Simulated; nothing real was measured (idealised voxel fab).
Presented below is a process module, voxel air gaps.
cross-section cut | 280 nm wide | cells 5 nm
Cross-section = grid of square cells, listed top down in bands; band = one or more rows. The entry gives the band's vertical extent as a top height and a bottom height in nm, then its horizontal make-up as materials from left to right, each with a width in nm. "blank" stands for empty space; a single material marked "full width" fills the band edge to edge. It should be noted that heights are counted from 0, beneath which the wafer as supplied is of one material throughout, and that the lowest band possesses no lower boundary but continues downward, as written in "top 0, no bottom". Quick explanation for "30->40": the width changes in equal steps down the rows of cells, from the first number in the band's top row to the second number in its bottom row. What does "no change" mean for a step? It means no cell of the cross-section changed in that step. "Entrapped void list" specifies each empty space that is not open to the top and that occupies no fewer than 8 cells, using the form width x height at distance, the distance measured from the left edge and all three quantities in nm. On each step's line, the part that comes after the settings is the simulator's own comment on the step. You can add "overlay nm" to a step's line. For a step with a mask, it describes how far the mask lay to the right of its planned position, and a negative number describes a lay to the left.

## Process steps (planned)
1 op RECEIVE | material Si
2 op CONFORMAL_DEP | material SiO2 | thk nm 10
3 op CONFORMAL_DEP | material SiCN | thk nm 5
4 op DIRECTIONAL_DEP | material lowk | thk nm 30
5 op PATTERN | tone open | mask id LINES | material resist | width nm 20 | pitch nm 45 | thk nm 15 | overlay nm 0
6 op DIRECTIONAL_ETCH | etch materials lowk | depth nm 30
7 op STRIP | etch materials resist
8 op CONFORMAL_DEP | material TiN | thk nm 5
9 op FILL_DEP | material Cu | thk nm 5
10 op CMP | height nm 45
11 op EPI | material Ru | thk nm 10
12 op SELECTIVE_ETCH | etch materials lowk | depth nm 40
13 op CONFORMAL_DEP | material SiCN | thk nm 5

## Wafer at receipt (post step 1), cross-section
    top 0, no bottom: Si full width
    Entrapped void list: none

## Same starting wafer, same plan as above, one mistake in the execution; this is the cross-section at the end of the module
    top 60, bottom 55: blank 45; SiCN 185; blank 50
    top 55, bottom 45: blank 45; SiCN 5; Ru 40; SiCN 5; Ru 40; SiCN 5; Ru 40; SiCN 5; Ru 40; SiCN 5; blank 50
    top 45, bottom 40: blank 45; SiCN 15; TiN 5; Cu 10; TiN 5; SiCN 25; TiN 5; Cu 10; TiN 5; SiCN 25; TiN 5; Cu 10; TiN 5; SiCN 25; TiN 5; Cu 10; TiN 5; SiCN 15; blank 50
    top 40, bottom 20: blank 55; SiCN 5; TiN 5; Cu 10; TiN 5; SiCN 5; blank 15; SiCN 5; TiN 5; Cu 10; TiN 5; SiCN 5; blank 15; SiCN 5; TiN 5; Cu 10; TiN 5; SiCN 5; blank 15; SiCN 5; TiN 5; Cu 10; TiN 5; SiCN 5; blank 60
    top 20, bottom 15: SiCN 60; TiN 20; SiCN 25; TiN 20; SiCN 25; TiN 20; SiCN 25; TiN 20; SiCN 65
    top 15, bottom 5: SiO2 full width
    top 5, bottom 0: SiCN full width
    top 0, no bottom: Si full width
    Entrapped void list: 15 x 20 at 85; 15 x 20 at 130; 15 x 20 at 175
Error vs. plan: the processing plan was not followed for steps 2 and 3, which were run with their positions exchanged
